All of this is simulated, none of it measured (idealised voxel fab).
Presented below is a process module, voxel transistor to metal.
Section shown: cut. Width: 300 nm. Cell size: 5 nm, square.
Cross-section = grid of square cells, listed top down in bands; band = one or more rows. Basically the band line says how high the top is and how high the bottom is, in nm, and then what's in it from left to right, every material with its width in nm. Empty space shows up as "empty", and if a single material carries "throughout" it runs the full band edge to edge. Counting heights begins at 0, where everything beneath is, in the wafer as received, one material. The lowest band has no bottom; it goes on downwards, as "0 nm and below" shows. Width spec "30->40" -> top row of cells at first value, bottom row at second value, equal per-row change in between. It should be understood that the words "no alteration", when stated for a given step, signify that the cross-section underwent no change in any of its cells during that step. In the "Closed voids list" entry, you get each enclosed empty space of 8 cells or more, one with no open way to the top, written width x height at distance, distance from the left edge, in nm. Anything after a step's settings on that line? It's the simulator's own note about the step. You can add "overlay nm" to a step's line. For a step with a mask, it describes how far the mask lay to the right of its planned position, and a negative number describes a lay to the left.

[Process steps (planned)]
- 1: RECEIVE, material Si
- 2: CONFORMAL_DEP, material SiO2, thk nm 5
- 3: CONFORMAL_DEP, material SiN, thk nm 10
- 4: PATTERN, tone cover, mask id ACTIVE, material resist, width nm 100, pitch nm 125, thk nm 20, overlay nm 0
- 5: DIRECTIONAL_ETCH, etch materials SiN, depth nm 10
- 6: DIRECTIONAL_ETCH, etch materials SiO2, depth nm 5
- 7: DIRECTIONAL_ETCH, etch materials Si, depth nm 20
- 8: STRIP, etch materials resist
- 9: FILL_DEP, material SiO2, thk nm 5
- 10: CMP, height nm 15
- 11: SELECTIVE_ETCH, etch materials SiO2, depth nm 5
- 12: STRIP, etch materials SiN
- 13: SELECTIVE_ETCH, etch materials SiO2, depth nm 5
- 14: OXIDIZE, depth nm 5
- 15: DIRECTIONAL_DEP, material polySi, thk nm 25
- 16: DIRECTIONAL_DEP, material SiCN, thk nm 10
- 17: PATTERN, tone cover, mask id GATE, material resist, width nm 20, pitch nm 125, thk nm 20, overlay nm 0
- 18: DIRECTIONAL_ETCH, etch materials SiCN, depth nm 20
- 19: DIRECTIONAL_ETCH, etch materials polySi, depth nm 35
- 20: STRIP, etch materials resist
- 21: CONFORMAL_DEP, material SiN, thk nm 10
- 22: DIRECTIONAL_ETCH, etch materials SiN, depth nm 10
- 23: DIRECTIONAL_ETCH, etch materials SiO2, depth nm 5
- 24: EPI, material nSi, thk nm 5
- 25: FILL_DEP, material SiO2, thk nm 5
- 26: CMP, height nm 35
- 27: DIRECTIONAL_DEP, material SiO2, thk nm 10
- 28: PATTERN, tone open, mask id CONTACT, material resist, width nm 25, thk nm 20, overlay nm 0
- 29: DIRECTIONAL_ETCH, etch materials SiO2, depth nm 45
- 30: STRIP, etch materials resist
- 31: CONFORMAL_DEP, material TiN, thk nm 5
- 32: FILL_DEP, material W, thk nm 5
- 33: CMP, height nm 45
- 34: DIRECTIONAL_DEP, material TiN, thk nm 5
- 35: DIRECTIONAL_DEP, material Ru, thk nm 25
- 36: MASKED_ETCH, tone cover, mask id METAL_1, width nm 15, etch materials Ru, depth nm 25, overlay nm 0
- 37: MASKED_ETCH, tone cover, mask id METAL_1, width nm 15, etch materials TiN, depth nm 5, overlay nm 0
- 38: FILL_DEP, material SiO2, thk nm 5
- 39: CMP, height nm 75
- 40: CONFORMAL_DEP, material SiN, thk nm 5

[First of two wafers - as planned]

[The cross-section here shows the wafer as received, i.e. in its state after step 1]
  0 nm and below | Si throughout
  Closed voids list: none

[after step 2]
  5 nm to 0 nm | SiO2 throughout
  Beneath the level 0, the cross-section is identical to its previous state.

[after step 3]
  15 nm to 5 nm | SiN throughout
  Beneath the level 5, the cross-section is identical to its previous state.

[after step 4]
  35 nm to 15 nm | empty 35  resist 100  empty 25  resist 100  empty 40
  Beneath the level 15, the cross-section is identical to its previous state.

[after step 5]
  35 nm to 15 nm | empty 35  resist 100  empty 25  resist 100  empty 40
  15 nm to 5 nm | empty 35  SiN 100  empty 25  SiN 100  empty 40
  Beneath the level 5, the cross-section is identical to its previous state.

[after step 6]
  35 nm to 15 nm | empty 35  resist 100  empty 25  resist 100  empty 40
  15 nm to 5 nm | empty 35  SiN 100  empty 25  SiN 100  empty 40
  5 nm to 0 nm | empty 35  SiO2 100  empty 25  SiO2 100  empty 40
  Beneath the level 0, the cross-section is identical to its previous state.

[after step 7]
  35 nm to 15 nm | empty 35  resist 100  empty 25  resist 100  empty 40
  15 nm to 5 nm | empty 35  SiN 100  empty 25  SiN 100  empty 40
  5 nm to 0 nm | empty 35  SiO2 100  empty 25  SiO2 100  empty 40
  0 nm to -20 nm | empty 35  Si 100  empty 25  Si 100  empty 40
  Beneath the level -20, the cross-section is identical to its previous state.

[after step 8]
  15 nm to 5 nm | empty 35  SiN 100  empty 25  SiN 100  empty 40
  Beneath the level 5, the cross-section is identical to its previous state.

[after step 9]
  20 nm to 15 nm | SiO2 throughout
  15 nm to 5 nm | SiO2 35  SiN 100  SiO2 25  SiN 100  SiO2 40
  5 nm to 0 nm | SiO2 throughout
  0 nm to -20 nm | SiO2 35  Si 100  SiO2 25  Si 100  SiO2 40
  Beneath the level -20, the cross-section is identical to its previous state.

[after step 10]
  15 nm to 5 nm | SiO2 35  SiN 100  SiO2 25  SiN 100  SiO2 40
  Beneath the level 5, the cross-section is identical to its previous state.

[after step 11]
  15 nm to 10 nm | empty 35  SiN 100  empty 25  SiN 100  empty 40
  Beneath the level 10, the cross-section is identical to its previous state.

[after step 12]
  10 nm to 5 nm | SiO2 35  empty 100  SiO2 25  empty 100  SiO2 40
  Beneath the level 5, the cross-section is identical to its previous state.

[after step 13]
  5 nm to 0 nm | SiO2 30  empty 110  SiO2 15  empty 110  SiO2 35
  Beneath the level 0, the cross-section is identical to its previous state.

[after step 14]
  5 nm to 0 nm | SiO2 30  empty 110  SiO2 15  empty 110  SiO2 35
  0 nm to -5 nm | SiO2 throughout
  Beneath the level -5, the cross-section is identical to its previous state.

[after step 15]
  30 nm to 25 nm | polySi 30  empty 110  polySi 15  empty 110  polySi 35
  25 nm to 5 nm | polySi throughout
  5 nm to 0 nm | SiO2 30  polySi 110  SiO2 15  polySi 110  SiO2 35
  Beneath the level 0, the cross-section is identical to its previous state.

[after step 16]
  40 nm to 35 nm | SiCN 30  empty 110  SiCN 15  empty 110  SiCN 35
  35 nm to 30 nm | SiCN throughout
  30 nm to 25 nm | polySi 30  SiCN 110  polySi 15  SiCN 110  polySi 35
  Beneath the level 25, the cross-section is identical to its previous state.

[after step 17]
  60 nm to 40 nm | empty 75  resist 20  empty 105  resist 20  empty 80
  40 nm to 35 nm | SiCN 30  empty 45  resist 20  empty 45  SiCN 15  empty 45  resist 20  empty 45  SiCN 35
  Beneath the level 35, the cross-section is identical to its previous state.

[after step 18]
  60 nm to 35 nm | empty 75  resist 20  empty 105  resist 20  empty 80
  35 nm to 30 nm | empty 75  SiCN 20  empty 105  SiCN 20  empty 80
  30 nm to 25 nm | polySi 30  empty 45  SiCN 20  empty 45  polySi 15  empty 45  SiCN 20  empty 45  polySi 35
  Beneath the level 25, the cross-section is identical to its previous state.

[after step 19]
  60 nm to 35 nm | empty 75  resist 20  empty 105  resist 20  empty 80
  35 nm to 25 nm | empty 75  SiCN 20  empty 105  SiCN 20  empty 80
  25 nm to 5 nm | empty 75  polySi 20  empty 105  polySi 20  empty 80
  5 nm to 0 nm | SiO2 30  empty 45  polySi 20  empty 45  SiO2 15  empty 45  polySi 20  empty 45  SiO2 35
  Beneath the level 0, the cross-section is identical to its previous state.

[after step 20]
  35 nm to 25 nm | empty 75  SiCN 20  empty 105  SiCN 20  empty 80
  Beneath the level 25, the cross-section is identical to its previous state.

[after step 21]
  45 nm to 35 nm | empty 65  SiN 40  empty 85  SiN 40  empty 70
  35 nm to 25 nm | empty 65  SiN 10  SiCN 20  SiN 10  empty 85  SiN 10  SiCN 20  SiN 10  empty 70
  25 nm to 15 nm | empty 65  SiN 10  polySi 20  SiN 10  empty 85  SiN 10  polySi 20  SiN 10  empty 70
  15 nm to 10 nm | SiN 40  empty 25  SiN 10  polySi 20  SiN 10  empty 25  SiN 35  empty 25  SiN 10  polySi 20  SiN 10  empty 25  SiN 45
  10 nm to 5 nm | SiN 75  polySi 20  SiN 105  polySi 20  SiN 80
  5 nm to 0 nm | SiO2 30  SiN 45  polySi 20  SiN 45  SiO2 15  SiN 45  polySi 20  SiN 45  SiO2 35
  Beneath the level 0, the cross-section is identical to its previous state.

[after step 22]
  35 nm to 25 nm | empty 65  SiN 10  SiCN 20  SiN 10  empty 85  SiN 10  SiCN 20  SiN 10  empty 70
  25 nm to 5 nm | empty 65  SiN 10  polySi 20  SiN 10  empty 85  SiN 10  polySi 20  SiN 10  empty 70
  5 nm to 0 nm | SiO2 30  SiN 10  empty 25  SiN 10  polySi 20  SiN 10  empty 25  SiN 10  SiO2 15  SiN 10  empty 25  SiN 10  polySi 20  SiN 10  empty 25  SiN 10  SiO2 35
  Beneath the level 0, the cross-section is identical to its previous state.

[after step 23]
  35 nm to 25 nm | empty 65  SiN 10  SiCN 20  SiN 10  empty 85  SiN 10  SiCN 20  SiN 10  empty 70
  25 nm to 5 nm | empty 65  SiN 10  polySi 20  SiN 10  empty 85  SiN 10  polySi 20  SiN 10  empty 70
  5 nm to 0 nm | empty 30  SiN 10  empty 25  SiN 10  polySi 20  SiN 10  empty 25  SiN 10  empty 15  SiN 10  empty 25  SiN 10  polySi 20  SiN 10  empty 25  SiN 10  empty 35
  0 nm to -5 nm | SiO2 40  empty 25  SiO2 40  empty 25  SiO2 35  empty 25  SiO2 40  empty 25  SiO2 45
  Beneath the level -5, the cross-section is identical to its previous state.

[after step 24]
  35 nm to 25 nm | empty 65  SiN 10  SiCN 20  SiN 10  empty 85  SiN 10  SiCN 20  SiN 10  empty 70
  25 nm to 5 nm | empty 65  SiN 10  polySi 20  SiN 10  empty 85  SiN 10  polySi 20  SiN 10  empty 70
  5 nm to 0 nm | empty 30  SiN 10  empty 25  SiN 10  polySi 20  SiN 10  empty 25  SiN 10  empty 15  SiN 10  empty 25  SiN 10  polySi 20  SiN 10  empty 25  SiN 10  empty 35
  0 nm to -5 nm | SiO2 40  nSi 25  SiO2 40  nSi 25  SiO2 35  nSi 25  SiO2 40  nSi 25  SiO2 45
  Beneath the level -5, the cross-section is identical to its previous state.

[after step 25]
  40 nm to 35 nm | SiO2 throughout
  35 nm to 25 nm | SiO2 65  SiN 10  SiCN 20  SiN 10  SiO2 85  SiN 10  SiCN 20  SiN 10  SiO2 70
  25 nm to 5 nm | SiO2 65  SiN 10  polySi 20  SiN 10  SiO2 85  SiN 10  polySi 20  SiN 10  SiO2 70
  5 nm to 0 nm | SiO2 30  SiN 10  SiO2 25  SiN 10  polySi 20  SiN 10  SiO2 25  SiN 10  SiO2 15  SiN 10  SiO2 25  SiN 10  polySi 20  SiN 10  SiO2 25  SiN 10  SiO2 35
  Beneath the level 0, the cross-section is identical to its previous state.

[after step 26]
  35 nm to 25 nm | SiO2 65  SiN 10  SiCN 20  SiN 10  SiO2 85  SiN 10  SiCN 20  SiN 10  SiO2 70
  Beneath the level 25, the cross-section is identical to its previous state.

[after step 27]
  45 nm to 35 nm | SiO2 throughout
  Beneath the level 35, the cross-section is identical to its previous state.

[after step 28]
  65 nm to 45 nm | resist 45  empty 25  resist 30  empty 25  resist 45  empty 25  resist 30  empty 25  resist 50
  Beneath the level 45, the cross-section is identical to its previous state.

[after step 29]
  65 nm to 45 nm | resist 45  empty 25  resist 30  empty 25  resist 45  empty 25  resist 30  empty 25  resist 50
  45 nm to 35 nm | SiO2 45  empty 25  SiO2 30  empty 25  SiO2 45  empty 25  SiO2 30  empty 25  SiO2 50
  35 nm to 25 nm | SiO2 45  empty 20  SiN 10  SiCN 20  SiN 10  empty 20  SiO2 45  empty 20  SiN 10  SiCN 20  SiN 10  empty 20  SiO2 50
  25 nm to 5 nm | SiO2 45  empty 20  SiN 10  polySi 20  SiN 10  empty 20  SiO2 45  empty 20  SiN 10  polySi 20  SiN 10  empty 20  SiO2 50
  5 nm to 0 nm | SiO2 30  SiN 10  SiO2 5  empty 20  SiN 10  polySi 20  SiN 10  empty 20  SiO2 5  SiN 10  SiO2 15  SiN 10  SiO2 5  empty 20  SiN 10  polySi 20  SiN 10  empty 20  SiO2 5  SiN 10  SiO2 35
  Beneath the level 0, the cross-section is identical to its previous state.

[after step 30]
  45 nm to 35 nm | SiO2 45  empty 25  SiO2 30  empty 25  SiO2 45  empty 25  SiO2 30  empty 25  SiO2 50
  Beneath the level 35, the cross-section is identical to its previous state.

[after step 31]
  50 nm to 45 nm | TiN 50  empty 15  TiN 40  empty 15  TiN 55  empty 15  TiN 40  empty 15  TiN 55
  45 nm to 35 nm | SiO2 45  TiN 5  empty 15->10  TiN 5->10  SiO2 30  TiN 5->10  empty 15->10  TiN 5  SiO2 45  TiN 5  empty 15->10  TiN 5->10  SiO2 30  TiN 5->10  empty 15->10  TiN 5  SiO2 50
  35 nm to 25 nm | SiO2 45  TiN 5  empty 10  TiN 5  SiN 10  SiCN 20  SiN 10  TiN 5  empty 10  TiN 5  SiO2 45  TiN 5  empty 10  TiN 5  SiN 10  SiCN 20  SiN 10  TiN 5  empty 10  TiN 5  SiO2 50
  25 nm to 5 nm | SiO2 45  TiN 5  empty 10  TiN 5  SiN 10  polySi 20  SiN 10  TiN 5  empty 10  TiN 5  SiO2 45  TiN 5  empty 10  TiN 5  SiN 10  polySi 20  SiN 10  TiN 5  empty 10  TiN 5  SiO2 50
  5 nm to 0 nm | SiO2 30  SiN 10  SiO2 5  TiN 20  SiN 10  polySi 20  SiN 10  TiN 20  SiO2 5  SiN 10  SiO2 15  SiN 10  SiO2 5  TiN 20  SiN 10  polySi 20  SiN 10  TiN 20  SiO2 5  SiN 10  SiO2 35
  Beneath the level 0, the cross-section is identical to its previous state.

[after step 32]
  55 nm to 50 nm | W throughout
  50 nm to 45 nm | TiN 50  W 15  TiN 40  W 15  TiN 55  W 15  TiN 40  W 15  TiN 55
  45 nm to 35 nm | SiO2 45  TiN 5  W 15->10  TiN 5->10  SiO2 30  TiN 5->10  W 15->10  TiN 5  SiO2 45  TiN 5  W 15->10  TiN 5->10  SiO2 30  TiN 5->10  W 15->10  TiN 5  SiO2 50
  35 nm to 25 nm | SiO2 45  TiN 5  W 10  TiN 5  SiN 10  SiCN 20  SiN 10  TiN 5  W 10  TiN 5  SiO2 45  TiN 5  W 10  TiN 5  SiN 10  SiCN 20  SiN 10  TiN 5  W 10  TiN 5  SiO2 50
  25 nm to 5 nm | SiO2 45  TiN 5  W 10  TiN 5  SiN 10  polySi 20  SiN 10  TiN 5  W 10  TiN 5  SiO2 45  TiN 5  W 10  TiN 5  SiN 10  polySi 20  SiN 10  TiN 5  W 10  TiN 5  SiO2 50
  Beneath the level 5, the cross-section is identical to its previous state.

[after step 33]
  45 nm to 35 nm | SiO2 45  TiN 5  W 15->10  TiN 5->10  SiO2 30  TiN 5->10  W 15->10  TiN 5  SiO2 45  TiN 5  W 15->10  TiN 5->10  SiO2 30  TiN 5->10  W 15->10  TiN 5  SiO2 50
  Beneath the level 35, the cross-section is identical to its previous state.

[after step 34]
  50 nm to 45 nm | TiN throughout
  Beneath the level 45, the cross-section is identical to its previous state.

[after step 35]
  75 nm to 50 nm | Ru throughout
  Beneath the level 50, the cross-section is identical to its previous state.

[after step 36]
  75 nm to 50 nm | empty 45  Ru 15  empty 50  Ru 15  empty 45  Ru 15  empty 50  Ru 15  empty 50
  Beneath the level 50, the cross-section is identical to its previous state.

[after step 37]
  75 nm to 50 nm | empty 45  Ru 15  empty 50  Ru 15  empty 45  Ru 15  empty 50  Ru 15  empty 50
  50 nm to 45 nm | empty 45  TiN 15  empty 50  TiN 15  empty 45  TiN 15  empty 50  TiN 15  empty 50
  Beneath the level 45, the cross-section is identical to its previous state.

[after step 38]
  80 nm to 75 nm | SiO2 throughout
  75 nm to 50 nm | SiO2 45  Ru 15  SiO2 50  Ru 15  SiO2 45  Ru 15  SiO2 50  Ru 15  SiO2 50
  50 nm to 45 nm | SiO2 45  TiN 15  SiO2 50  TiN 15  SiO2 45  TiN 15  SiO2 50  TiN 15  SiO2 50
  Beneath the level 45, the cross-section is identical to its previous state.

[after step 39]
  75 nm to 50 nm | SiO2 45  Ru 15  SiO2 50  Ru 15  SiO2 45  Ru 15  SiO2 50  Ru 15  SiO2 50
  Beneath the level 50, the cross-section is identical to its previous state.

[after step 40]
  80 nm to 75 nm | SiN throughout
  Beneath the level 75, the cross-section is identical to its previous state.

[Okay, second wafer. Nothing different at the start, nothing different in the plan, just one mistake somewhere in the running. As far as step 16, counting that step, it's the first wafer all over again]

[Second wafer cross-section, taken as of the time the plan sets for step 17 to be done]
  60 nm to 40 nm | empty 70  resist 20  empty 105  resist 20  empty 85
  40 nm to 35 nm | SiCN 30  empty 40  resist 20  empty 50  SiCN 15  empty 40  resist 20  empty 50  SiCN 35
  Beneath the level 35, the cross-section is identical to its previous state.

[Second wafer cross-section, taken as of the time the plan sets for step 18 to be done]
  60 nm to 35 nm | empty 70  resist 20  empty 105  resist 20  empty 85
  35 nm to 30 nm | empty 70  SiCN 20  empty 105  SiCN 20  empty 85
  30 nm to 25 nm | polySi 30  empty 40  SiCN 20  empty 50  polySi 15  empty 40  SiCN 20  empty 50  polySi 35
  Beneath the level 25, the cross-section is identical to its previous state.

[Second wafer cross-section, taken as of the time the plan sets for step 19 to be done]
  60 nm to 35 nm | empty 70  resist 20  empty 105  resist 20  empty 85
  35 nm to 25 nm | empty 70  SiCN 20  empty 105  SiCN 20  empty 85
  25 nm to 5 nm | empty 70  polySi 20  empty 105  polySi 20  empty 85
  5 nm to 0 nm | SiO2 30  empty 40  polySi 20  empty 50  SiO2 15  empty 40  polySi 20  empty 50  SiO2 35
  Beneath the level 0, the cross-section is identical to its previous state.

[Second wafer cross-section, taken as of the time the plan sets for step 20 to be done]
  35 nm to 25 nm | empty 70  SiCN 20  empty 105  SiCN 20  empty 85
  Beneath the level 25, the cross-section is identical to its previous state.

[Second wafer cross-section, taken as of the time the plan sets for step 21 to be done]
  45 nm to 35 nm | empty 60  SiN 40  empty 85  SiN 40  empty 75
  35 nm to 25 nm | empty 60  SiN 10  SiCN 20  SiN 10  empty 85  SiN 10  SiCN 20  SiN 10  empty 75
  25 nm to 15 nm | empty 60  SiN 10  polySi 20  SiN 10  empty 85  SiN 10  polySi 20  SiN 10  empty 75
  15 nm to 10 nm | SiN 40  empty 20  SiN 10  polySi 20  SiN 10  empty 30  SiN 35  empty 20  SiN 10  polySi 20  SiN 10  empty 30  SiN 45
  10 nm to 5 nm | SiN 70  polySi 20  SiN 105  polySi 20  SiN 85
  5 nm to 0 nm | SiO2 30  SiN 40  polySi 20  SiN 50  SiO2 15  SiN 40  polySi 20  SiN 50  SiO2 35
  Beneath the level 0, the cross-section is identical to its previous state.

[Second wafer cross-section, taken as of the time the plan sets for step 22 to be done]
  35 nm to 25 nm | empty 60  SiN 10  SiCN 20  SiN 10  empty 85  SiN 10  SiCN 20  SiN 10  empty 75
  25 nm to 5 nm | empty 60  SiN 10  polySi 20  SiN 10  empty 85  SiN 10  polySi 20  SiN 10  empty 75
  5 nm to 0 nm | SiO2 30  SiN 10  empty 20  SiN 10  polySi 20  SiN 10  empty 30  SiN 10  SiO2 15  SiN 10  empty 20  SiN 10  polySi 20  SiN 10  empty 30  SiN 10  SiO2 35
  Beneath the level 0, the cross-section is identical to its previous state.

[Second wafer cross-section, taken as of the time the plan sets for step 23 to be done]
  35 nm to 25 nm | empty 60  SiN 10  SiCN 20  SiN 10  empty 85  SiN 10  SiCN 20  SiN 10  empty 75
  25 nm to 5 nm | empty 60  SiN 10  polySi 20  SiN 10  empty 85  SiN 10  polySi 20  SiN 10  empty 75
  5 nm to 0 nm | empty 30  SiN 10  empty 20  SiN 10  polySi 20  SiN 10  empty 30  SiN 10  empty 15  SiN 10  empty 20  SiN 10  polySi 20  SiN 10  empty 30  SiN 10  empty 35
  0 nm to -5 nm | SiO2 40  empty 20  SiO2 40  empty 30  SiO2 35  empty 20  SiO2 40  empty 30  SiO2 45
  Beneath the level -5, the cross-section is identical to its previous state.

[Second wafer cross-section, taken as of the time the plan sets for step 24 to be done]
  35 nm to 25 nm | empty 60  SiN 10  SiCN 20  SiN 10  empty 85  SiN 10  SiCN 20  SiN 10  empty 75
  25 nm to 5 nm | empty 60  SiN 10  polySi 20  SiN 10  empty 85  SiN 10  polySi 20  SiN 10  empty 75
  5 nm to 0 nm | empty 30  SiN 10  empty 20  SiN 10  polySi 20  SiN 10  empty 30  SiN 10  empty 15  SiN 10  empty 20  SiN 10  polySi 20  SiN 10  empty 30  SiN 10  empty 35
  0 nm to -5 nm | SiO2 40  nSi 20  SiO2 40  nSi 30  SiO2 35  nSi 20  SiO2 40  nSi 30  SiO2 45
  Beneath the level -5, the cross-section is identical to its previous state.

[Second wafer cross-section, taken as of the time the plan sets for step 25 to be done]
  40 nm to 35 nm | SiO2 throughout
  35 nm to 25 nm | SiO2 60  SiN 10  SiCN 20  SiN 10  SiO2 85  SiN 10  SiCN 20  SiN 10  SiO2 75
  25 nm to 5 nm | SiO2 60  SiN 10  polySi 20  SiN 10  SiO2 85  SiN 10  polySi 20  SiN 10  SiO2 75
  5 nm to 0 nm | SiO2 30  SiN 10  SiO2 20  SiN 10  polySi 20  SiN 10  SiO2 30  SiN 10  SiO2 15  SiN 10  SiO2 20  SiN 10  polySi 20  SiN 10  SiO2 30  SiN 10  SiO2 35
  Beneath the level 0, the cross-section is identical to its previous state.

[Second wafer cross-section, taken as of the time the plan sets for step 26 to be done]
  35 nm to 25 nm | SiO2 60  SiN 10  SiCN 20  SiN 10  SiO2 85  SiN 10  SiCN 20  SiN 10  SiO2 75
  Beneath the level 25, the cross-section is identical to its previous state.

[Second wafer cross-section, taken as of the time the plan sets for step 27 to be done]
  45 nm to 35 nm | SiO2 throughout
  Beneath the level 35, the cross-section is identical to its previous state.

[Second wafer cross-section, taken as of the time the plan sets for step 28 to be done]
  65 nm to 45 nm | resist 45  empty 25  resist 30  empty 25  resist 45  empty 25  resist 30  empty 25  resist 50
  Beneath the level 45, the cross-section is identical to its previous state.

[Second wafer cross-section, taken as of the time the plan sets for step 29 to be done]
  65 nm to 45 nm | resist 45  empty 25  resist 30  empty 25  resist 45  empty 25  resist 30  empty 25  resist 50
  45 nm to 35 nm | SiO2 45  empty 25  SiO2 30  empty 25  SiO2 45  empty 25  SiO2 30  empty 25  SiO2 50
  35 nm to 25 nm | SiO2 45  empty 15  SiN 10  SiCN 20  SiN 10  empty 25  SiO2 45  empty 15  SiN 10  SiCN 20  SiN 10  empty 25  SiO2 50
  25 nm to 5 nm | SiO2 45  empty 15  SiN 10  polySi 20  SiN 10  empty 25  SiO2 45  empty 15  SiN 10  polySi 20  SiN 10  empty 25  SiO2 50
  5 nm to 0 nm | SiO2 30  SiN 10  SiO2 5  empty 15  SiN 10  polySi 20  SiN 10  empty 25  SiO2 5  SiN 10  SiO2 15  SiN 10  SiO2 5  empty 15  SiN 10  polySi 20  SiN 10  empty 25  SiO2 5  SiN 10  SiO2 35
  Beneath the level 0, the cross-section is identical to its previous state.

[Second wafer cross-section, taken as of the time the plan sets for step 30 to be done]
  45 nm to 35 nm | SiO2 45  empty 25  SiO2 30  empty 25  SiO2 45  empty 25  SiO2 30  empty 25  SiO2 50
  Beneath the level 35, the cross-section is identical to its previous state.

[Second wafer cross-section, taken as of the time the plan sets for step 31 to be done]
  50 nm to 45 nm | TiN 50  empty 15  TiN 40  empty 15  TiN 55  empty 15  TiN 40  empty 15  TiN 55
  45 nm to 35 nm | SiO2 45  TiN 5  empty 15->5  TiN 5->15  SiO2 30  TiN 5  empty 15  TiN 5  SiO2 45  TiN 5  empty 15->5  TiN 5->15  SiO2 30  TiN 5  empty 15  TiN 5  SiO2 50
  35 nm to 25 nm | SiO2 45  TiN 5  empty 5  TiN 5  SiN 10  SiCN 20  SiN 10  TiN 5  empty 15  TiN 5  SiO2 45  TiN 5  empty 5  TiN 5  SiN 10  SiCN 20  SiN 10  TiN 5  empty 15  TiN 5  SiO2 50
  25 nm to 5 nm | SiO2 45  TiN 5  empty 5  TiN 5  SiN 10  polySi 20  SiN 10  TiN 5  empty 15  TiN 5  SiO2 45  TiN 5  empty 5  TiN 5  SiN 10  polySi 20  SiN 10  TiN 5  empty 15  TiN 5  SiO2 50
  5 nm to 0 nm | SiO2 30  SiN 10  SiO2 5  TiN 15  SiN 10  polySi 20  SiN 10  TiN 25  SiO2 5  SiN 10  SiO2 15  SiN 10  SiO2 5  TiN 15  SiN 10  polySi 20  SiN 10  TiN 25  SiO2 5  SiN 10  SiO2 35
  Beneath the level 0, the cross-section is identical to its previous state.

[Second wafer cross-section, taken as of the time the plan sets for step 32 to be done]
  55 nm to 50 nm | W throughout
  50 nm to 45 nm | TiN 50  W 15  TiN 40  W 15  TiN 55  W 15  TiN 40  W 15  TiN 55
  45 nm to 35 nm | SiO2 45  TiN 5  W 15->5  TiN 5->15  SiO2 30  TiN 5  W 15  TiN 5  SiO2 45  TiN 5  W 15->5  TiN 5->15  SiO2 30  TiN 5  W 15  TiN 5  SiO2 50
  35 nm to 25 nm | SiO2 45  TiN 5  W 5  TiN 5  SiN 10  SiCN 20  SiN 10  TiN 5  W 15  TiN 5  SiO2 45  TiN 5  W 5  TiN 5  SiN 10  SiCN 20  SiN 10  TiN 5  W 15  TiN 5  SiO2 50
  25 nm to 5 nm | SiO2 45  TiN 5  W 5  TiN 5  SiN 10  polySi 20  SiN 10  TiN 5  W 15  TiN 5  SiO2 45  TiN 5  W 5  TiN 5  SiN 10  polySi 20  SiN 10  TiN 5  W 15  TiN 5  SiO2 50
  Beneath the level 5, the cross-section is identical to its previous state.

[Second wafer cross-section, taken as of the time the plan sets for step 33 to be done]
  45 nm to 35 nm | SiO2 45  TiN 5  W 15->5  TiN 5->15  SiO2 30  TiN 5  W 15  TiN 5  SiO2 45  TiN 5  W 15->5  TiN 5->15  SiO2 30  TiN 5  W 15  TiN 5  SiO2 50
  Beneath the level 35, the cross-section is identical to its previous state.

[Second wafer cross-section, taken as of the time the plan sets for step 34 to be done]
  50 nm to 45 nm | TiN throughout
  Beneath the level 45, the cross-section is identical to its previous state.

[Second wafer cross-section, taken as of the time the plan sets for step 35 to be done]
  75 nm to 50 nm | Ru throughout
  Beneath the level 50, the cross-section is identical to its previous state.

[Second wafer cross-section, taken as of the time the plan sets for step 36 to be done]
  75 nm to 50 nm | empty 45  Ru 15  empty 50  Ru 15  empty 45  Ru 15  empty 50  Ru 15  empty 50
  Beneath the level 50, the cross-section is identical to its previous state.

[Second wafer cross-section, taken as of the time the plan sets for step 37 to be done]
  75 nm to 50 nm | empty 45  Ru 15  empty 50  Ru 15  empty 45  Ru 15  empty 50  Ru 15  empty 50
  50 nm to 45 nm | empty 45  TiN 15  empty 50  TiN 15  empty 45  TiN 15  empty 50  TiN 15  empty 50
  Beneath the level 45, the cross-section is identical to its previous state.

[Second wafer cross-section, taken as of the time the plan sets for step 38 to be done]
  80 nm to 75 nm | SiO2 throughout
  75 nm to 50 nm | SiO2 45  Ru 15  SiO2 50  Ru 15  SiO2 45  Ru 15  SiO2 50  Ru 15  SiO2 50
  50 nm to 45 nm | SiO2 45  TiN 15  SiO2 50  TiN 15  SiO2 45  TiN 15  SiO2 50  TiN 15  SiO2 50
  Beneath the level 45, the cross-section is identical to its previous state.

[Second wafer cross-section, taken as of the time the plan sets for step 39 to be done]
  75 nm to 50 nm | SiO2 45  Ru 15  SiO2 50  Ru 15  SiO2 45  Ru 15  SiO2 50  Ru 15  SiO2 50
  Beneath the level 50, the cross-section is identical to its previous state.

[Second wafer cross-section, taken as of the time the plan sets for step 40 to be done]
  80 nm to 75 nm | SiN throughout
  Beneath the level 75, the cross-section is identical to its previous state.
The plan and the run diverged here: so step 17 ended up running with a different setting than we planned, it ran as PATTERN, tone cover, mask id GATE, material resist, width nm 20, pitch nm 125, thk nm 20, overlay nm -5
Upon completion, the cell count for each material on the second wafer equals that on the first, whereas the spatial distribution of those cells differs.
